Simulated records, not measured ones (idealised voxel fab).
The process module that follows is named voxel tone inversion.
This is section cut - it's 200 nm across, gridded in 5 nm square cells.
Think of the cross-section as a grid of square cells. We describe it in bands, top to bottom, and each band covers one or more rows of those cells. Heights first: top, then bottom, in nm. Then materials, left to right, each with a width in nm. "throughout" on a single material: fills the band edge to edge. "blank": empty space. The reference from which all heights are counted is 0, the level beneath which the as-received wafer is entirely one material; the lowest band, having no lower bound, proceeds downward and is written after the example "0 and below". A width given as "30->40" starts at the first number in the band's top row and ends at the second number in its bottom row, shifting by an equal amount at every step from row to row. Basically "remains unaltered" means that step didn't change any cell in the cross-section. So "Sealed-off cavities" is basically the list of trapped voids: any empty space of 8 cells or more that can't reach the top through an opening. They're written width x height at distance, the distance being from the left edge, and it's all nm. Where a step's line continues beyond its settings, the continuation is a remark by the simulator itself on that step. If you see "overlay nm" on a step's line and that step has a mask, it's telling you how far right of where it was planned the mask ended up; a negative number means it went left instead.
[So here's the lineup of process steps we planned]
- 1: RECEIVE [material Si]
- 2: CONFORMAL_DEP [material SiN] [thk nm 10]
- 3: DIRECTIONAL_DEP [material aC] [thk nm 15]
- 4: PATTERN [tone cover] [mask id POSTS] [material resist] [width nm 15] [pitch nm 35] [thk nm 20] [overlay nm 0]
- 5: DIRECTIONAL_ETCH [etch materials aC] [depth nm 15]
- 6: STRIP [etch materials resist]
- 7: FILL_DEP [material SiO2] [thk nm 10]
- 8: CMP [height nm 25]
- 9: STRIP [etch materials aC]
[Cross-section, incoming material, after step 1]
    0 and below | Si throughout
    Sealed-off cavities: none
[End-of-module XS, first of two wafers, run as planned]
    25 down to 10 | SiO2 55 | blank 15 | SiO2 20 | blank 15 | SiO2 20 | blank 15 | SiO2 60
    10 down to 0 | SiN throughout
    0 and below | Si throughout
    Sealed-off cavities: none
[End of module, second wafer, cross-section. Started like the first, planned like the first, run with one mistake]
    25 down to 15 | SiO2 throughout
    15 down to 0 | SiO2 55 | aC 15 | SiO2 20 | aC 15 | SiO2 20 | aC 15 | SiO2 60
    0 and below | Si throughout
    Sealed-off cavities: none
It is concluded that the wafer was processed incorrectly with respect to the plan, in that plan step 2: skipped, not run
Heads up, by the end the second wafer has more or fewer cells of some materials compared to the first: SiN: 80 fewer | SiO2: 80 more | aC: 27 more
